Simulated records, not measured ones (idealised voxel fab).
process module | voxel tone inversion
cross-section cut | 210 nm wide | cells 5 nm
A cross-section is a grid of square cells, given in bands from the top down. A band is one or more rows of cells.
Each band's line starts with the height of the band's top and of its bottom, in nm. Then come its materials from left to right, each with its width in nm. One material with "throughout" fills the band from edge to edge. "air" is empty space.
Height 0 is the level under which the wafer as received is all one material. The lowest band goes on downwards, as in "0 down".
A width such as "30 to 40" changes by the same amount from each row of cells to the next, from the band's top row to its bottom row.
"no change" after a step means that no cell of the cross-section changed.
closed voids: empty space of 8 cells or more with no open way to the top, each as width x height at its distance from the left edge, in nm
after a step's settings: what the simulator itself notes on the step
overlay nm, on a step with a mask: how far to the right of its planned place the mask lay; to the left if negative
plan
1 op RECEIVE | material Si
2 op CONFORMAL_DEP | material SiN | thk nm 10
3 op DIRECTIONAL_DEP | material polySi | thk nm 20
4 op PATTERN | tone cover | mask id POSTS | material resist | width nm 15 | pitch nm 35 | thk nm 30 | overlay nm 0
5 op DIRECTIONAL_ETCH | etch materials polySi | depth nm 20
6 op STRIP | etch materials resist
7 op FILL_DEP | material SiO2 | thk nm 5
8 op CMP | height nm 30
9 op STRIP | etch materials polySi
as received, after step 1
  0 down: Si throughout
  closed voids: none
first wafer at the end, as planned
  30 to 10: SiO2 60 | air 15 | SiO2 20 | air 15 | SiO2 20 | air 15 | SiO2 65
  10 to 0: SiN throughout
  0 down: Si throughout
  closed voids: none
second wafer at the end: like start, like plan, one mistake
  30 to 10: SiO2 60 | air 20 | SiO2 15 | air 20 | SiO2 15 | air 20 | SiO2 60
  10 to 0: SiN throughout
  0 down: Si throughout
  closed voids: none
what went wrong: step 4 ran as: op PATTERN | tone cover | mask id POSTS | material resist | width nm 20 | pitch nm 35 | thk nm 30 | overlay nm 0
at the end the second wafer has, in cells: 12 fewer of SiO2
